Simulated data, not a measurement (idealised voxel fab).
Process module under the name voxel plated lines
Section cut is 245 nm wide and gridded with 5 nm square cells.
Throughout this document, each cross-section is represented as a grid of square cells and is presented as a sequence of bands enumerated from the top downward, where a band comprises one or more rows of cells.
Basically the band line says how high the top is and how high the bottom is, in nm, and then what's in it from left to right, every material with its width in nm. Empty space shows up as "blank", and if a single material carries "throughout" it runs the full band edge to edge.
A quick word on heights: they are counted from 0, and under that level the wafer as it came to us is one material throughout. The lowest band is different from the rest in having no bottom; it simply continues downward, written as in "0 down".
The expression "30->40" gives the width at the extremes of the band, the first number at its top row of cells and the second at its bottom row, with the width changing by equal amounts from each row to the next in between.
Where a step carries "nothing got changed", the cross-section came out of it unchanged, cell for cell.
Entry "Catalogued sealed voids". Content: empty spaces with no open connection to the top, size 8 cells or greater. Each: width x height at distance. Distance: from left edge. Unit: nm.
What comes after the settings on a step's line is commentary from the simulator itself on that step.
For masked steps, "overlay nm" on the step line gives how far right of plan the mask actually lay; a minus sign means it lay to the left.

## Steps in the process plan
1,RECEIVE with material Si
2,CONFORMAL_DEP with material SiN, thk nm 15
3,DIRECTIONAL_DEP with material TiN, thk nm 5
4,PATTERN with tone open, mask id LINES, material resist, width nm 15, pitch nm 35, thk nm 40, overlay nm 0
5,EPI with material Ru, thk nm 5
6,EPI with material Ru, thk nm 5
7,EPI with material Ru, thk nm 5
8,STRIP with etch materials resist
9,DIRECTIONAL_ETCH with etch materials TiN, depth nm 5
10,CONFORMAL_DEP with material SiN, thk nm 10

## Cross-section of the wafer as it came to us, i.e., already through step 1
* 0 down | Si throughout
* Catalogued sealed voids: none

## first wafer at the end, as planned
* 45 to 35 | 70 blank / 105 SiN / 70 blank
* 35 to 25 | 70 blank / 10 SiN / 15 Ru / 20 SiN / 15 Ru / 20 SiN / 15 Ru / 10 SiN / 70 blank
* 25 to 20 | 80 SiN / 15 Ru / 20 SiN / 15 Ru / 20 SiN / 15 Ru / 80 SiN
* 20 to 15 | 80 SiN / 15 TiN / 20 SiN / 15 TiN / 20 SiN / 15 TiN / 80 SiN
* 15 to 0 | SiN throughout
* 0 down | Si throughout
* Catalogued sealed voids: none

## Now the second wafer, cross-sectioned at the end of the module. Nothing different at the start, nothing different in the plan compared with the first, just one mistake when it was actually run
* 45 to 25 | 70 blank / 105 Ru / 70 blank
* 25 to 20 | Ru throughout
* 20 to 15 | 80 Ru / 15 TiN / 20 Ru / 15 TiN / 20 Ru / 15 TiN / 80 Ru
* 15 to 0 | SiN throughout
* 0 down | Si throughout
* Catalogued sealed voids: none
Finding, execution versus plan: step 10 went in with a setting other than planned; the actual run was CONFORMAL_DEP with material Ru, thk nm 10
Final cells, second wafer relative to first, materials higher or lower: Ru +146 | SiN -146
